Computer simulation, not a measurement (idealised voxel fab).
process module | voxel capacitor over wiring
cross-section cut | 220 nm wide | cells 5 nm
A cross-section is a grid of square cells, given in bands from the top down. A band is one or more rows of cells.
Each band's line starts with the height of the band's top and of its bottom, in nm. Then come its materials from left to right, each with its width in nm. One material with "throughout" fills the band from edge to edge. "air" is empty space.
Height 0 is the level under which the wafer as received is all one material. The lowest band goes on downwards, as in "0 down".
A width such as "30 to 40" changes by the same amount from each row of cells to the next, from the band's top row to its bottom row.
"no change" after a step means that no cell of the cross-section changed.
closed voids: empty space of 8 cells or more with no open way to the top, each as width x height at its distance from the left edge, in nm
after a step's settings: what the simulator itself notes on the step
overlay nm, on a step with a mask: how far to the right of its planned place the mask lay; to the left if negative
plan
1 op RECEIVE | material Si
2 op CONFORMAL_DEP | material SiO2 | thk nm 15
3 op CONFORMAL_DEP | material SiCN | thk nm 5
4 op DIRECTIONAL_DEP | material SiO2 | thk nm 20
5 op DIRECTIONAL_DEP | material aC | thk nm 10
6 op PATTERN | tone open | mask id METAL_1 | material resist | width nm 25 | pitch nm 75 | thk nm 25 | overlay nm 0
7 op DIRECTIONAL_ETCH | etch materials aC | depth nm 10
8 op STRIP | etch materials resist
9 op DIRECTIONAL_ETCH | etch materials SiO2 | depth nm 20
10 op DIRECTIONAL_ETCH | etch materials SiCN | depth nm 5
11 op STRIP | etch materials aC
12 op CONFORMAL_DEP | material TiN | thk nm 5
13 op FILL_DEP | material Ru | thk nm 10
14 op CMP | height nm 40
15 op EPI | material Ru | thk nm 5
16 op FILL_DEP | material SiCN | thk nm 5
17 op DIRECTIONAL_DEP | material lowk | thk nm 10
18 op PATTERN | tone open | mask id PLUG_1 | material resist | width nm 15 | thk nm 20 | overlay nm 0
19 op DIRECTIONAL_ETCH | etch materials lowk | depth nm 10
20 op DIRECTIONAL_ETCH | etch materials SiCN | depth nm 5
21 op STRIP | etch materials resist
22 op EPI | material Ru | thk nm 10
23 op EPI | material Ru | thk nm 5
24 op DIRECTIONAL_DEP | material TiN | thk nm 10
25 op DIRECTIONAL_DEP | material HfO2 | thk nm 5
26 op DIRECTIONAL_DEP | material TiN | thk nm 10
27 op DIRECTIONAL_DEP | material aC | thk nm 10
28 op PATTERN | tone cover | mask id UPPER_PLATE | material resist | width nm 55 | thk nm 30 | overlay nm 0
29 op DIRECTIONAL_ETCH | etch materials aC | depth nm 10
30 op STRIP | etch materials resist
31 op DIRECTIONAL_ETCH | etch materials TiN | depth nm 10
32 op DIRECTIONAL_ETCH | etch materials HfO2 | depth nm 5
33 op STRIP | etch materials aC
34 op DIRECTIONAL_DEP | material aC | thk nm 10
35 op PATTERN | tone cover | mask id LOWER_PLATE | material resist | width nm 65 | thk nm 25 | overlay nm 0
36 op DIRECTIONAL_ETCH | etch materials aC | depth nm 10
37 op STRIP | etch materials resist
38 op DIRECTIONAL_ETCH | etch materials TiN | depth nm 10
39 op STRIP | etch materials aC
40 op FILL_DEP | material SiO2 | thk nm 20
41 op CMP | height nm 100
42 op MASKED_ETCH | tone open | mask id PLUG_2 | width nm 15 | etch materials SiO2 | depth nm 15 | overlay nm 0
43 op CONFORMAL_DEP | material TiN | thk nm 5
44 op FILL_DEP | material Cu | thk nm 5
45 op CMP | height nm 100
46 op CONFORMAL_DEP | material SiN | thk nm 5
as received, after step 1
  0 down: Si throughout
  closed voids: none
first wafer at the end, as planned
  105 to 100: SiN throughout
  100 to 90: SiO2 80 | TiN 5 | Cu 5 | TiN 5 | SiO2 125
  90 to 85: SiO2 80 | TiN 15 | SiO2 125
  85 to 75: SiO2 70 | TiN 55 | SiO2 95
  75 to 70: SiO2 70 | HfO2 55 | SiO2 95
  70 to 60: SiO2 65 | TiN 65 | SiO2 90
  60 to 50: lowk 70 | Ru 15 | lowk 135
  50 to 45: SiCN 70 | Ru 15 | SiCN 135
  45 to 40: SiCN 55 | Ru 35 | SiCN 40 | Ru 35 | SiCN 55
  40 to 20: SiO2 60 | TiN 5 | Ru 15 | TiN 5 | SiO2 50 | TiN 5 | Ru 15 | TiN 5 | SiO2 60
  20 to 15: SiCN 60 | TiN 25 | SiCN 50 | TiN 25 | SiCN 60
  15 to 0: SiO2 throughout
  0 down: Si throughout
  closed voids: none
second wafer at the end: like start, like plan, one mistake
  105 to 100: SiN throughout
  100 to 90: SiO2 80 | TiN 5 | Cu 5 | TiN 5 | SiO2 125
  90 to 85: SiO2 80 | TiN 15 | SiO2 125
  85 to 75: SiO2 70 | TiN 55 | SiO2 95
  75 to 70: SiO2 70 | HfO2 55 | SiO2 95
  70 to 60: SiO2 65 | TiN 65 | SiO2 90
  60 to 50: lowk 70 | Ru 15 | lowk 135
  50 to 45: SiCN 70 | Ru 15 | SiCN 135
  45 to 40: SiCN 55 | Ru 35 | SiCN 40 | Ru 35 | SiCN 55
  40 to 35: SiO2 60 | TiN 5 | Ru 15 | TiN 5 | SiO2 50 | TiN 5 | Ru 15 | TiN 5 | SiO2 60
  35 to 30: SiCN 60 | TiN 25 | SiCN 50 | TiN 25 | SiCN 60
  30 to 0: SiO2 throughout
  0 down: Si throughout
  closed voids: none
what went wrong: step 2 was run twice
at the end the second wafer has, in cells: 18 fewer of Ru | 30 more of SiO2 | 12 fewer of TiN
